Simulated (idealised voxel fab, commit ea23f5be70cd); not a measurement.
Proc. module: voxel transistor to metal
The width of the displayed cross-section, cut, is 165 nm; its cells are square, with a size of 5 nm.
Format of a cross-section: grid, square cells. Given as bands. Order: top down. Band: one or more rows of cells. Quick guide to a band line: top height, bottom height (nm) up front; then every material left to right with its width in nm. Only one material and it's marked "full width"? Then it fills the band edge to edge. And "air" just means empty space. Heights are reckoned from 0. Under this level, the received wafer is all of one material. The bottommost band is open-ended downward, for example "z 0 and below". Note: "30->40" means the width goes from the first number (top row of the band) to the second number (bottom row) in equal steps per row of cells. For the purposes of this document, the phrase "nothing changed" attached to a step denotes that no cell within the cross-section was modified by that step. "Unvented internal voids" enumerates empty spaces isolated from the top, with no open way to it, that contain at least 8 cells, giving each as width x height at distance from the left edge, all three in nm. after a step's settings: what the simulator itself notes on the step. A step line may carry the setting "overlay nm", which, for steps involving a mask, states the distance by which the mask lay to the right of its intended position; negative values denote displacement to the left.

[Below is the list of planned process steps]
1: RECEIVE (material Si)
2: OXIDIZE (depth nm 5)
3: CONFORMAL_DEP (material SiN; thk nm 10)
4: MASKED_ETCH (tone cover; mask id ACTIVE; width nm 105; etch materials SiN; depth nm 10; overlay nm 0)
5: MASKED_ETCH (tone cover; mask id ACTIVE; width nm 105; etch materials SiO2; depth nm 5; overlay nm 0)
6: MASKED_ETCH (tone cover; mask id ACTIVE; width nm 105; etch materials Si; depth nm 35; overlay nm 0)
7: FILL_DEP (material SiO2; thk nm 10)
8: CMP (height nm 10)
9: SELECTIVE_ETCH (etch materials SiO2; depth nm 5)
10: STRIP (etch materials SiN)
11: SELECTIVE_ETCH (etch materials SiO2; depth nm 5)
12: OXIDIZE (depth nm 5)
13: DIRECTIONAL_DEP (material polySi; thk nm 20)
14: DIRECTIONAL_DEP (material SiCN; thk nm 10)
15: PATTERN (tone cover; mask id GATE; material resist; width nm 25; thk nm 20; overlay nm 0)
16: DIRECTIONAL_ETCH (etch materials SiCN; depth nm 20)
17: DIRECTIONAL_ETCH (etch materials polySi; depth nm 30)
18: STRIP (etch materials resist)
19: CONFORMAL_DEP (material SiN; thk nm 10)
20: DIRECTIONAL_ETCH (etch materials SiN; depth nm 10)
21: DIRECTIONAL_ETCH (etch materials SiO2; depth nm 5)
22: DIRECTIONAL_ETCH (etch materials Si; depth nm 5)
23: EPI (material nSi; thk nm 10)
24: FILL_DEP (material SiO2; thk nm 5)
25: CMP (height nm 25)
26: DIRECTIONAL_DEP (material SiO2; thk nm 15)
27: MASKED_ETCH (tone open; mask id CONTACT; width nm 30; pitch nm 65; etch materials SiO2; depth nm 45; overlay nm 0)
28: CONFORMAL_DEP (material TiN; thk nm 5)
29: FILL_DEP (material Ru; thk nm 5)
30: CMP (height nm 40)
31: DIRECTIONAL_DEP (material TiN; thk nm 5)
32: DIRECTIONAL_DEP (material W; thk nm 15)
33: DIRECTIONAL_DEP (material aC; thk nm 15)
34: PATTERN (tone cover; mask id METAL_1; material resist; width nm 20; pitch nm 75; thk nm 30; overlay nm 0)
35: DIRECTIONAL_ETCH (etch materials aC; depth nm 15)
36: STRIP (etch materials resist)
37: DIRECTIONAL_ETCH (etch materials W; depth nm 15)
38: DIRECTIONAL_ETCH (etch materials TiN; depth nm 5)
39: STRIP (etch materials aC)
40: FILL_DEP (material lowk; thk nm 5)
41: CMP (height nm 60)
42: CONFORMAL_DEP (material SiCN; thk nm 5)
43: DIRECTIONAL_DEP (material SiO2; thk nm 30)
44: MASKED_ETCH (tone open; mask id METAL_2; width nm 20; pitch nm 75; etch materials SiO2; depth nm 15; overlay nm 0)
45: MASKED_ETCH (tone open; mask id METAL_2_HOLES; width nm 15; pitch nm 75; etch materials SiO2; depth nm 15; overlay nm 0)
46: MASKED_ETCH (tone open; mask id METAL_2_HOLES; width nm 15; pitch nm 75; etch materials SiCN; depth nm 5; overlay nm 0)
47: CONFORMAL_DEP (material TiN; thk nm 5)
48: FILL_DEP (material Cu; thk nm 5)
49: CMP (height nm 95)
50: CONFORMAL_DEP (material SiN; thk nm 5)

[Below: the first of two wafers, run as planned]

[Step 1 complete: cross-section of the wafer as received]
* z 0 and below  Si full width
* Unvented internal voids: none

[You're looking at a cross-section of the wafer after step 2]
* z 0 to -5  SiO2 full width
* Under -5: no change, same as before.

[You're looking at a cross-section of the wafer after step 3]
* z 10 to 0  SiN full width
* Under 0: no change, same as before.

[You're looking at a cross-section of the wafer after step 4]
* z 10 to 0  air (30), SiN (105), air (30)
* Under 0: no change, same as before.

[You're looking at a cross-section of the wafer after step 5]
* z 10 to 0  air (30), SiN (105), air (30)
* z 0 to -5  air (30), SiO2 (105), air (30)
* Under -5: no change, same as before.

[You're looking at a cross-section of the wafer after step 6]
* z 10 to 0  air (30), SiN (105), air (30)
* z 0 to -5  air (30), SiO2 (105), air (30)
* z -5 to -40  air (30), Si (105), air (30)
* Under -40: no change, same as before.

[You're looking at a cross-section of the wafer after step 7]
* z 20 to 10  SiO2 full width
* z 10 to 0  SiO2 (30), SiN (105), SiO2 (30)
* z 0 to -5  SiO2 full width
* z -5 to -40  SiO2 (30), Si (105), SiO2 (30)
* Under -40: no change, same as before.

[You're looking at a cross-section of the wafer after step 8]
* z 10 to 0  SiO2 (30), SiN (105), SiO2 (30)
* Under 0: no change, same as before.

[You're looking at a cross-section of the wafer after step 9]
* z 10 to 5  air (30), SiN (105), air (30)
* Under 5: no change, same as before.

[You're looking at a cross-section of the wafer after step 10]
* z 5 to 0  SiO2 (30), air (105), SiO2 (30)
* Under 0: no change, same as before.

[You're looking at a cross-section of the wafer after step 11]
* z 0 to -5  SiO2 (25), air (115), SiO2 (25)
* Under -5: no change, same as before.

[You're looking at a cross-section of the wafer after step 12]
* z 0 to -5  SiO2 (25), air (115), SiO2 (25)
* z -5 to -10  SiO2 full width
* Under -10: no change, same as before.

[You're looking at a cross-section of the wafer after step 13]
* z 20 to 15  polySi (25), air (115), polySi (25)
* z 15 to 0  polySi full width
* z 0 to -5  SiO2 (25), polySi (115), SiO2 (25)
* Under -5: no change, same as before.

[You're looking at a cross-section of the wafer after step 14]
* z 30 to 25  SiCN (25), air (115), SiCN (25)
* z 25 to 20  SiCN full width
* z 20 to 15  polySi (25), SiCN (115), polySi (25)
* Under 15: no change, same as before.

[You're looking at a cross-section of the wafer after step 15]
* z 50 to 30  air (70), resist (25), air (70)
* z 30 to 25  SiCN (25), air (45), resist (25), air (45), SiCN (25)
* Under 25: no change, same as before.

[You're looking at a cross-section of the wafer after step 16]
* z 50 to 25  air (70), resist (25), air (70)
* z 25 to 20  air (70), SiCN (25), air (70)
* z 20 to 15  polySi (25), air (45), SiCN (25), air (45), polySi (25)
* Under 15: no change, same as before.

[You're looking at a cross-section of the wafer after step 17]
* z 50 to 25  air (70), resist (25), air (70)
* z 25 to 15  air (70), SiCN (25), air (70)
* z 15 to 0  air (70), polySi (25), air (70)
* z 0 to -5  SiO2 (25), air (45), polySi (25), air (45), SiO2 (25)
* Under -5: no change, same as before.

[You're looking at a cross-section of the wafer after step 18]
* z 25 to 15  air (70), SiCN (25), air (70)
* Under 15: no change, same as before.

[You're looking at a cross-section of the wafer after step 19]
* z 35 to 25  air (60), SiN (45), air (60)
* z 25 to 15  air (60), SiN (10), SiCN (25), SiN (10), air (60)
* z 15 to 10  air (60), SiN (10), polySi (25), SiN (10), air (60)
* z 10 to 5  SiN (35), air (25), SiN (10), polySi (25), SiN (10), air (25), SiN (35)
* z 5 to 0  SiN (70), polySi (25), SiN (70)
* z 0 to -5  SiO2 (25), SiN (45), polySi (25), SiN (45), SiO2 (25)
* Under -5: no change, same as before.

[You're looking at a cross-section of the wafer after step 20]
* z 25 to 15  air (60), SiN (10), SiCN (25), SiN (10), air (60)
* z 15 to 0  air (60), SiN (10), polySi (25), SiN (10), air (60)
* z 0 to -5  SiO2 (25), SiN (10), air (25), SiN (10), polySi (25), SiN (10), air (25), SiN (10), SiO2 (25)
* Under -5: no change, same as before.

[You're looking at a cross-section of the wafer after step 21]
* z 25 to 15  air (60), SiN (10), SiCN (25), SiN (10), air (60)
* z 15 to 0  air (60), SiN (10), polySi (25), SiN (10), air (60)
* z 0 to -5  air (25), SiN (10), air (25), SiN (10), polySi (25), SiN (10), air (25), SiN (10), air (25)
* z -5 to -10  SiO2 (35), air (25), SiO2 (45), air (25), SiO2 (35)
* Under -10: no change, same as before.

[You're looking at a cross-section of the wafer after step 22]
* z 25 to 15  air (60), SiN (10), SiCN (25), SiN (10), air (60)
* z 15 to 0  air (60), SiN (10), polySi (25), SiN (10), air (60)
* z 0 to -5  air (25), SiN (10), air (25), SiN (10), polySi (25), SiN (10), air (25), SiN (10), air (25)
* z -5 to -10  SiO2 (35), air (25), SiO2 (45), air (25), SiO2 (35)
* z -10 to -15  SiO2 (30), Si (5), air (25), Si (45), air (25), Si (5), SiO2 (30)
* Under -15: no change, same as before.

[You're looking at a cross-section of the wafer after step 23]
* z 25 to 15  air (60), SiN (10), SiCN (25), SiN (10), air (60)
* z 15 to 0  air (60), SiN (10), polySi (25), SiN (10), air (60)
* z 0 to -5  air (25), SiN (10), nSi (10), air (5), nSi (10), SiN (10), polySi (25), SiN (10), nSi (10), air (5), nSi (10), SiN (10), air (25)
* z -5 to -10  SiO2 (35), nSi (25), SiO2 (45), nSi (25), SiO2 (35)
* z -10 to -15  SiO2 (30), Si (5), nSi (25), Si (45), nSi (25), Si (5), SiO2 (30)
* Under -15: no change, same as before.

[You're looking at a cross-section of the wafer after step 24]
* z 30 to 25  SiO2 full width
* z 25 to 15  SiO2 (60), SiN (10), SiCN (25), SiN (10), SiO2 (60)
* z 15 to 0  SiO2 (60), SiN (10), polySi (25), SiN (10), SiO2 (60)
* z 0 to -5  SiO2 (25), SiN (10), nSi (10), SiO2 (5), nSi (10), SiN (10), polySi (25), SiN (10), nSi (10), SiO2 (5), nSi (10), SiN (10), SiO2 (25)
* Under -5: no change, same as before.

[You're looking at a cross-section of the wafer after step 25]
* z 25 to 15  SiO2 (60), SiN (10), SiCN (25), SiN (10), SiO2 (60)
* Under 15: no change, same as before.

[You're looking at a cross-section of the wafer after step 26]
* z 40 to 25  SiO2 full width
* Under 25: no change, same as before.

[You're looking at a cross-section of the wafer after step 27]
* z 40 to 25  SiO2 (35), air (30), SiO2 (35), air (30), SiO2 (35)
* z 25 to 15  SiO2 (35), air (25), SiN (10), SiCN (25), SiN (10), air (25), SiO2 (35)
* z 15 to 0  SiO2 (35), air (25), SiN (10), polySi (25), SiN (10), air (25), SiO2 (35)
* z 0 to -5  SiO2 (25), SiN (10), nSi (10), air (5), nSi (10), SiN (10), polySi (25), SiN (10), nSi (10), air (5), nSi (10), SiN (10), SiO2 (25)
* Under -5: no change, same as before.

[You're looking at a cross-section of the wafer after step 28]
* z 45 to 40  TiN (40), air (20), TiN (45), air (20), TiN (40)
* z 40 to 30  SiO2 (35), TiN (5), air (20), TiN (5), SiO2 (35), TiN (5), air (20), TiN (5), SiO2 (35)
* z 30 to 25  SiO2 (35), TiN (5), air (15), TiN (10), SiO2 (35), TiN (10), air (15), TiN (5), SiO2 (35)
* z 25 to 15  SiO2 (35), TiN (5), air (15), TiN (5), SiN (10), SiCN (25), SiN (10), TiN (5), air (15), TiN (5), SiO2 (35)
* z 15 to 5  SiO2 (35), TiN (5), air (15), TiN (5), SiN (10), polySi (25), SiN (10), TiN (5), air (15), TiN (5), SiO2 (35)
* z 5 to 0  SiO2 (35), TiN (25), SiN (10), polySi (25), SiN (10), TiN (25), SiO2 (35)
* z 0 to -5  SiO2 (25), SiN (10), nSi (10), TiN (5), nSi (10), SiN (10), polySi (25), SiN (10), nSi (10), TiN (5), nSi (10), SiN (10), SiO2 (25)
* Under -5: no change, same as before.

[You're looking at a cross-section of the wafer after step 29]
* z 50 to 45  Ru full width
* z 45 to 40  TiN (40), Ru (20), TiN (45), Ru (20), TiN (40)
* z 40 to 30  SiO2 (35), TiN (5), Ru (20), TiN (5), SiO2 (35), TiN (5), Ru (20), TiN (5), SiO2 (35)
* z 30 to 25  SiO2 (35), TiN (5), Ru (15), TiN (10), SiO2 (35), TiN (10), Ru (15), TiN (5), SiO2 (35)
* z 25 to 15  SiO2 (35), TiN (5), Ru (15), TiN (5), SiN (10), SiCN (25), SiN (10), TiN (5), Ru (15), TiN (5), SiO2 (35)
* z 15 to 5  SiO2 (35), TiN (5), Ru (15), TiN (5), SiN (10), polySi (25), SiN (10), TiN (5), Ru (15), TiN (5), SiO2 (35)
* Under 5: no change, same as before.

[You're looking at a cross-section of the wafer after step 30]
* z 40 to 30  SiO2 (35), TiN (5), Ru (20), TiN (5), SiO2 (35), TiN (5), Ru (20), TiN (5), SiO2 (35)
* Under 30: no change, same as before.

[You're looking at a cross-section of the wafer after step 31]
* z 45 to 40  TiN full width
* Under 40: no change, same as before.

[You're looking at a cross-section of the wafer after step 32]
* z 60 to 45  W full width
* Under 45: no change, same as before.

[You're looking at a cross-section of the wafer after step 33]
* z 75 to 60  aC full width
* Under 60: no change, same as before.

[You're looking at a cross-section of the wafer after step 34]
* z 105 to 75  air (35), resist (20), air (55), resist (20), air (35)
* Under 75: no change, same as before.

[You're looking at a cross-section of the wafer after step 35]
* z 90 to 75  air (35), resist (20), air (55), resist (20), air (35)
* z 75 to 60  air (35), aC (20), air (55), aC (20), air (35)
* Under 60: no change, same as before.

[You're looking at a cross-section of the wafer after step 36]
* z 75 to 60  air (35), aC (20), air (55), aC (20), air (35)
* Under 60: no change, same as before.

[You're looking at a cross-section of the wafer after step 37]
* z 75 to 60  air (35), aC (20), air (55), aC (20), air (35)
* z 60 to 45  air (35), W (20), air (55), W (20), air (35)
* Under 45: no change, same as before.

[You're looking at a cross-section of the wafer after step 38]
* z 75 to 60  air (35), aC (20), air (55), aC (20), air (35)
* z 60 to 45  air (35), W (20), air (55), W (20), air (35)
* z 45 to 40  air (35), TiN (20), air (55), TiN (20), air (35)
* Under 40: no change, same as before.

[You're looking at a cross-section of the wafer after step 39]
* z 60 to 45  air (35), W (20), air (55), W (20), air (35)
* Under 45: no change, same as before.

[You're looking at a cross-section of the wafer after step 40]
* z 65 to 60  lowk full width
* z 60 to 45  lowk (35), W (20), lowk (55), W (20), lowk (35)
* z 45 to 40  lowk (35), TiN (20), lowk (55), TiN (20), lowk (35)
* Under 40: no change, same as before.

[You're looking at a cross-section of the wafer after step 41]
* z 60 to 45  lowk (35), W (20), lowk (55), W (20), lowk (35)
* Under 45: no change, same as before.

[You're looking at a cross-section of the wafer after step 42]
* z 65 to 60  SiCN full width
* Under 60: no change, same as before.

[You're looking at a cross-section of the wafer after step 43]
* z 95 to 65  SiO2 full width
* Under 65: no change, same as before.

[You're looking at a cross-section of the wafer after step 44]
* z 95 to 80  SiO2 (35), air (20), SiO2 (55), air (20), SiO2 (35)
* Under 80: no change, same as before.

[You're looking at a cross-section of the wafer after step 45]
* z 95 to 80  SiO2 (35), air (20), SiO2 (55), air (20), SiO2 (35)
* z 80 to 65  SiO2 (35), air (15), SiO2 (60), air (15), SiO2 (40)
* Under 65: no change, same as before.

[You're looking at a cross-section of the wafer after step 46]
* z 95 to 80  SiO2 (35), air (20), SiO2 (55), air (20), SiO2 (35)
* z 80 to 65  SiO2 (35), air (15), SiO2 (60), air (15), SiO2 (40)
* z 65 to 60  SiCN (35), air (15), SiCN (60), air (15), SiCN (40)
* Under 60: no change, same as before.

[You're looking at a cross-section of the wafer after step 47]
* z 100 to 95  TiN (40), air (10), TiN (65), air (10), TiN (40)
* z 95 to 85  SiO2 (35), TiN (5), air (10), TiN (5), SiO2 (55), TiN (5), air (10), TiN (5), SiO2 (35)
* z 85 to 80  SiO2 (35), TiN (5), air (5), TiN (10), SiO2 (55), TiN (5), air (5), TiN (10), SiO2 (35)
* z 80 to 65  SiO2 (35), TiN (5), air (5), TiN (5), SiO2 (60), TiN (5), air (5), TiN (5), SiO2 (40)
* z 65 to 60  SiCN (35), TiN (15), SiCN (60), TiN (15), SiCN (40)
* Under 60: no change, same as before.

[You're looking at a cross-section of the wafer after step 48]
* z 105 to 100  Cu full width
* z 100 to 95  TiN (40), Cu (10), TiN (65), Cu (10), TiN (40)
* z 95 to 85  SiO2 (35), TiN (5), Cu (10), TiN (5), SiO2 (55), TiN (5), Cu (10), TiN (5), SiO2 (35)
* z 85 to 80  SiO2 (35), TiN (5), Cu (5), TiN (10), SiO2 (55), TiN (5), Cu (5), TiN (10), SiO2 (35)
* z 80 to 65  SiO2 (35), TiN (5), Cu (5), TiN (5), SiO2 (60), TiN (5), Cu (5), TiN (5), SiO2 (40)
* Under 65: no change, same as before.

[You're looking at a cross-section of the wafer after step 49]
* z 95 to 85  SiO2 (35), TiN (5), Cu (10), TiN (5), SiO2 (55), TiN (5), Cu (10), TiN (5), SiO2 (35)
* Under 85: no change, same as before.

[You're looking at a cross-section of the wafer after step 50]
* z 100 to 95  SiN full width
* Under 95: no change, same as before.

[Second of two: same start, same plan, one run error; steps up to and including 3 match the first]

[Second wafer, cut view, end of step 4 per plan]
* z 10 to 0  air (25), SiN (105), air (35)
* Under 0: no change, same as before.

[Second wafer, cut view, end of step 5 per plan]
* z 10 to 0  air (25), SiN (105), air (35)
* z 0 to -5  air (25), SiO2 (110), air (30)
* Under -5: no change, same as before.

[Second wafer, cut view, end of step 6 per plan]
* z 10 to 0  air (25), SiN (105), air (35)
* z 0 to -5  air (25), SiO2 (110), air (30)
* z -5 to -40  air (25), Si (110), air (30)
* Under -40: no change, same as before.

[Second wafer, cut view, end of step 7 per plan]
* z 20 to 10  SiO2 full width
* z 10 to 0  SiO2 (25), SiN (105), SiO2 (35)
* z 0 to -5  SiO2 full width
* z -5 to -40  SiO2 (25), Si (110), SiO2 (30)
* Under -40: no change, same as before.

[Second wafer, cut view, end of step 8 per plan]
* z 10 to 0  SiO2 (25), SiN (105), SiO2 (35)
* Under 0: no change, same as before.

[Second wafer, cut view, end of step 9 per plan]
* z 10 to 5  air (25), SiN (105), air (35)
* Under 5: no change, same as before.

[Second wafer, cut view, end of step 10 per plan]
* z 5 to 0  SiO2 (25), air (105), SiO2 (35)
* Under 0: no change, same as before.

[Second wafer, cut view, end of step 11 per plan]
* z 0 to -5  SiO2 (20), air (115), SiO2 (30)
* Under -5: no change, same as before.

[Second wafer, cut view, end of step 12 per plan]
* z 0 to -5  SiO2 (20), air (115), SiO2 (30)
* z -5 to -10  SiO2 full width
* Under -10: no change, same as before.

[Second wafer, cut view, end of step 13 per plan]
* z 20 to 15  polySi (20), air (115), polySi (30)
* z 15 to 0  polySi full width
* z 0 to -5  SiO2 (20), polySi (115), SiO2 (30)
* Under -5: no change, same as before.

[Second wafer, cut view, end of step 14 per plan]
* z 30 to 25  SiCN (20), air (115), SiCN (30)
* z 25 to 20  SiCN full width
* z 20 to 15  polySi (20), SiCN (115), polySi (30)
* Under 15: no change, same as before.

[Second wafer, cut view, end of step 15 per plan]
* z 50 to 30  air (70), resist (25), air (70)
* z 30 to 25  SiCN (20), air (50), resist (25), air (40), SiCN (30)
* Under 25: no change, same as before.

[Second wafer, cut view, end of step 16 per plan]
* z 50 to 25  air (70), resist (25), air (70)
* z 25 to 20  air (70), SiCN (25), air (70)
* z 20 to 15  polySi (20), air (50), SiCN (25), air (40), polySi (30)
* Under 15: no change, same as before.

[Second wafer, cut view, end of step 17 per plan]
* z 50 to 25  air (70), resist (25), air (70)
* z 25 to 15  air (70), SiCN (25), air (70)
* z 15 to 0  air (70), polySi (25), air (70)
* z 0 to -5  SiO2 (20), air (50), polySi (25), air (40), SiO2 (30)
* Under -5: no change, same as before.

[Second wafer, cut view, end of step 18 per plan]
* z 25 to 15  air (70), SiCN (25), air (70)
* Under 15: no change, same as before.

[Second wafer, cut view, end of step 19 per plan]
* z 35 to 25  air (60), SiN (45), air (60)
* z 25 to 15  air (60), SiN (10), SiCN (25), SiN (10), air (60)
* z 15 to 10  air (60), SiN (10), polySi (25), SiN (10), air (60)
* z 10 to 5  SiN (30), air (30), SiN (10), polySi (25), SiN (10), air (20), SiN (40)
* z 5 to 0  SiN (70), polySi (25), SiN (70)
* z 0 to -5  SiO2 (20), SiN (50), polySi (25), SiN (40), SiO2 (30)
* Under -5: no change, same as before.

[Second wafer, cut view, end of step 20 per plan]
* z 25 to 15  air (60), SiN (10), SiCN (25), SiN (10), air (60)
* z 15 to 0  air (60), SiN (10), polySi (25), SiN (10), air (60)
* z 0 to -5  SiO2 (20), SiN (10), air (30), SiN (10), polySi (25), SiN (10), air (20), SiN (10), SiO2 (30)
* Under -5: no change, same as before.

[Second wafer, cut view, end of step 21 per plan]
* z 25 to 15  air (60), SiN (10), SiCN (25), SiN (10), air (60)
* z 15 to 0  air (60), SiN (10), polySi (25), SiN (10), air (60)
* z 0 to -5  air (20), SiN (10), air (30), SiN (10), polySi (25), SiN (10), air (20), SiN (10), air (30)
* z -5 to -10  SiO2 (30), air (30), SiO2 (45), air (20), SiO2 (40)
* Under -10: no change, same as before.

[Second wafer, cut view, end of step 22 per plan]
* z 25 to 15  air (60), SiN (10), SiCN (25), SiN (10), air (60)
* z 15 to 0  air (60), SiN (10), polySi (25), SiN (10), air (60)
* z 0 to -5  air (20), SiN (10), air (30), SiN (10), polySi (25), SiN (10), air (20), SiN (10), air (30)
* z -5 to -10  SiO2 (30), air (30), SiO2 (45), air (20), SiO2 (40)
* z -10 to -15  SiO2 (25), Si (5), air (30), Si (45), air (20), Si (10), SiO2 (30)
* Under -15: no change, same as before.

[Second wafer, cut view, end of step 23 per plan]
* z 25 to 15  air (60), SiN (10), SiCN (25), SiN (10), air (60)
* z 15 to 0  air (60), SiN (10), polySi (25), SiN (10), air (60)
* z 0 to -5  air (20), SiN (10), nSi (10), air (10), nSi (10), SiN (10), polySi (25), SiN (10), nSi (20), SiN (10), air (30)
* z -5 to -10  SiO2 (30), nSi (30), SiO2 (45), nSi (20), SiO2 (40)
* z -10 to -15  SiO2 (25), Si (5), nSi (30), Si (45), nSi (20), Si (10), SiO2 (30)
* Under -15: no change, same as before.

[Second wafer, cut view, end of step 24 per plan]
* z 30 to 25  SiO2 full width
* z 25 to 15  SiO2 (60), SiN (10), SiCN (25), SiN (10), SiO2 (60)
* z 15 to 0  SiO2 (60), SiN (10), polySi (25), SiN (10), SiO2 (60)
* z 0 to -5  SiO2 (20), SiN (10), nSi (10), SiO2 (10), nSi (10), SiN (10), polySi (25), SiN (10), nSi (20), SiN (10), SiO2 (30)
* Under -5: no change, same as before.

[Second wafer, cut view, end of step 25 per plan]
* z 25 to 15  SiO2 (60), SiN (10), SiCN (25), SiN (10), SiO2 (60)
* Under 15: no change, same as before.

[Second wafer, cut view, end of step 26 per plan]
* z 40 to 25  SiO2 full width
* Under 25: no change, same as before.

[Second wafer, cut view, end of step 27 per plan]
* z 40 to 25  SiO2 (35), air (30), SiO2 (35), air (30), SiO2 (35)
* z 25 to 15  SiO2 (35), air (25), SiN (10), SiCN (25), SiN (10), air (25), SiO2 (35)
* z 15 to 0  SiO2 (35), air (25), SiN (10), polySi (25), SiN (10), air (25), SiO2 (35)
* z 0 to -5  SiO2 (20), SiN (10), nSi (10), air (10), nSi (10), SiN (10), polySi (25), SiN (10), nSi (20), SiN (10), SiO2 (30)
* Under -5: no change, same as before.

[Second wafer, cut view, end of step 28 per plan]
* z 45 to 40  TiN (40), air (20), TiN (45), air (20), TiN (40)
* z 40 to 30  SiO2 (35), TiN (5), air (20), TiN (5), SiO2 (35), TiN (5), air (20), TiN (5), SiO2 (35)
* z 30 to 25  SiO2 (35), TiN (5), air (15), TiN (10), SiO2 (35), TiN (10), air (15), TiN (5), SiO2 (35)
* z 25 to 15  SiO2 (35), TiN (5), air (15), TiN (5), SiN (10), SiCN (25), SiN (10), TiN (5), air (15), TiN (5), SiO2 (35)
* z 15 to 5  SiO2 (35), TiN (5), air (15), TiN (5), SiN (10), polySi (25), SiN (10), TiN (5), air (15), TiN (5), SiO2 (35)
* z 5 to 0  SiO2 (35), TiN (25), SiN (10), polySi (25), SiN (10), TiN (25), SiO2 (35)
* z 0 to -5  SiO2 (20), SiN (10), nSi (10), TiN (10), nSi (10), SiN (10), polySi (25), SiN (10), nSi (20), SiN (10), SiO2 (30)
* Under -5: no change, same as before.

[Second wafer, cut view, end of step 29 per plan]
* z 50 to 45  Ru full width
* z 45 to 40  TiN (40), Ru (20), TiN (45), Ru (20), TiN (40)
* z 40 to 30  SiO2 (35), TiN (5), Ru (20), TiN (5), SiO2 (35), TiN (5), Ru (20), TiN (5), SiO2 (35)
* z 30 to 25  SiO2 (35), TiN (5), Ru (15), TiN (10), SiO2 (35), TiN (10), Ru (15), TiN (5), SiO2 (35)
* z 25 to 15  SiO2 (35), TiN (5), Ru (15), TiN (5), SiN (10), SiCN (25), SiN (10), TiN (5), Ru (15), TiN (5), SiO2 (35)
* z 15 to 5  SiO2 (35), TiN (5), Ru (15), TiN (5), SiN (10), polySi (25), SiN (10), TiN (5), Ru (15), TiN (5), SiO2 (35)
* Under 5: no change, same as before.

[Second wafer, cut view, end of step 30 per plan]
* z 40 to 30  SiO2 (35), TiN (5), Ru (20), TiN (5), SiO2 (35), TiN (5), Ru (20), TiN (5), SiO2 (35)
* Under 30: no change, same as before.

[Second wafer, cut view, end of step 31 per plan]
* z 45 to 40  TiN full width
* Under 40: no change, same as before.

[Second wafer, cut view, end of step 32 per plan]
* z 60 to 45  W full width
* Under 45: no change, same as before.

[Second wafer, cut view, end of step 33 per plan]
* z 75 to 60  aC full width
* Under 60: no change, same as before.

[Second wafer, cut view, end of step 34 per plan]
* z 105 to 75  air (35), resist (20), air (55), resist (20), air (35)
* Under 75: no change, same as before.

[Second wafer, cut view, end of step 35 per plan]
* z 90 to 75  air (35), resist (20), air (55), resist (20), air (35)
* z 75 to 60  air (35), aC (20), air (55), aC (20), air (35)
* Under 60: no change, same as before.

[Second wafer, cut view, end of step 36 per plan]
* z 75 to 60  air (35), aC (20), air (55), aC (20), air (35)
* Under 60: no change, same as before.

[Second wafer, cut view, end of step 37 per plan]
* z 75 to 60  air (35), aC (20), air (55), aC (20), air (35)
* z 60 to 45  air (35), W (20), air (55), W (20), air (35)
* Under 45: no change, same as before.

[Second wafer, cut view, end of step 38 per plan]
* z 75 to 60  air (35), aC (20), air (55), aC (20), air (35)
* z 60 to 45  air (35), W (20), air (55), W (20), air (35)
* z 45 to 40  air (35), TiN (20), air (55), TiN (20), air (35)
* Under 40: no change, same as before.

[Second wafer, cut view, end of step 39 per plan]
* z 60 to 45  air (35), W (20), air (55), W (20), air (35)
* Under 45: no change, same as before.

[Second wafer, cut view, end of step 40 per plan]
* z 65 to 60  lowk full width
* z 60 to 45  lowk (35), W (20), lowk (55), W (20), lowk (35)
* z 45 to 40  lowk (35), TiN (20), lowk (55), TiN (20), lowk (35)
* Under 40: no change, same as before.

[Second wafer, cut view, end of step 41 per plan]
* z 60 to 45  lowk (35), W (20), lowk (55), W (20), lowk (35)
* Under 45: no change, same as before.

[Second wafer, cut view, end of step 42 per plan]
* z 65 to 60  SiCN full width
* Under 60: no change, same as before.

[Second wafer, cut view, end of step 43 per plan]
* z 95 to 65  SiO2 full width
* Under 65: no change, same as before.

[Second wafer, cut view, end of step 44 per plan]
* z 95 to 80  SiO2 (35), air (20), SiO2 (55), air (20), SiO2 (35)
* Under 80: no change, same as before.

[Second wafer, cut view, end of step 45 per plan]
* z 95 to 80  SiO2 (35), air (20), SiO2 (55), air (20), SiO2 (35)
* z 80 to 65  SiO2 (35), air (15), SiO2 (60), air (15), SiO2 (40)
* Under 65: no change, same as before.

[Second wafer, cut view, end of step 46 per plan]
* z 95 to 80  SiO2 (35), air (20), SiO2 (55), air (20), SiO2 (35)
* z 80 to 65  SiO2 (35), air (15), SiO2 (60), air (15), SiO2 (40)
* z 65 to 60  SiCN (35), air (15), SiCN (60), air (15), SiCN (40)
* Under 60: no change, same as before.

[Second wafer, cut view, end of step 47 per plan]
* z 100 to 95  TiN (40), air (10), TiN (65), air (10), TiN (40)
* z 95 to 85  SiO2 (35), TiN (5), air (10), TiN (5), SiO2 (55), TiN (5), air (10), TiN (5), SiO2 (35)
* z 85 to 80  SiO2 (35), TiN (5), air (5), TiN (10), SiO2 (55), TiN (5), air (5), TiN (10), SiO2 (35)
* z 80 to 65  SiO2 (35), TiN (5), air (5), TiN (5), SiO2 (60), TiN (5), air (5), TiN (5), SiO2 (40)
* z 65 to 60  SiCN (35), TiN (15), SiCN (60), TiN (15), SiCN (40)
* Under 60: no change, same as before.

[Second wafer, cut view, end of step 48 per plan]
* z 105 to 100  Cu full width
* z 100 to 95  TiN (40), Cu (10), TiN (65), Cu (10), TiN (40)
* z 95 to 85  SiO2 (35), TiN (5), Cu (10), TiN (5), SiO2 (55), TiN (5), Cu (10), TiN (5), SiO2 (35)
* z 85 to 80  SiO2 (35), TiN (5), Cu (5), TiN (10), SiO2 (55), TiN (5), Cu (5), TiN (10), SiO2 (35)
* z 80 to 65  SiO2 (35), TiN (5), Cu (5), TiN (5), SiO2 (60), TiN (5), Cu (5), TiN (5), SiO2 (40)
* Under 65: no change, same as before.

[Second wafer, cut view, end of step 49 per plan]
* z 95 to 85  SiO2 (35), TiN (5), Cu (10), TiN (5), SiO2 (55), TiN (5), Cu (10), TiN (5), SiO2 (35)
* Under 85: no change, same as before.

[Second wafer, cut view, end of step 50 per plan]
* z 100 to 95  SiN full width
* Under 95: no change, same as before.
what went wrong: step 4 did not use the planned setting and instead ran as MASKED_ETCH (tone cover; mask id ACTIVE; width nm 105; etch materials SiN; depth nm 10; overlay nm -5)
The second wafer ends with more or fewer cells of some materials than the first, per final count: +6 Si | -6 SiO2
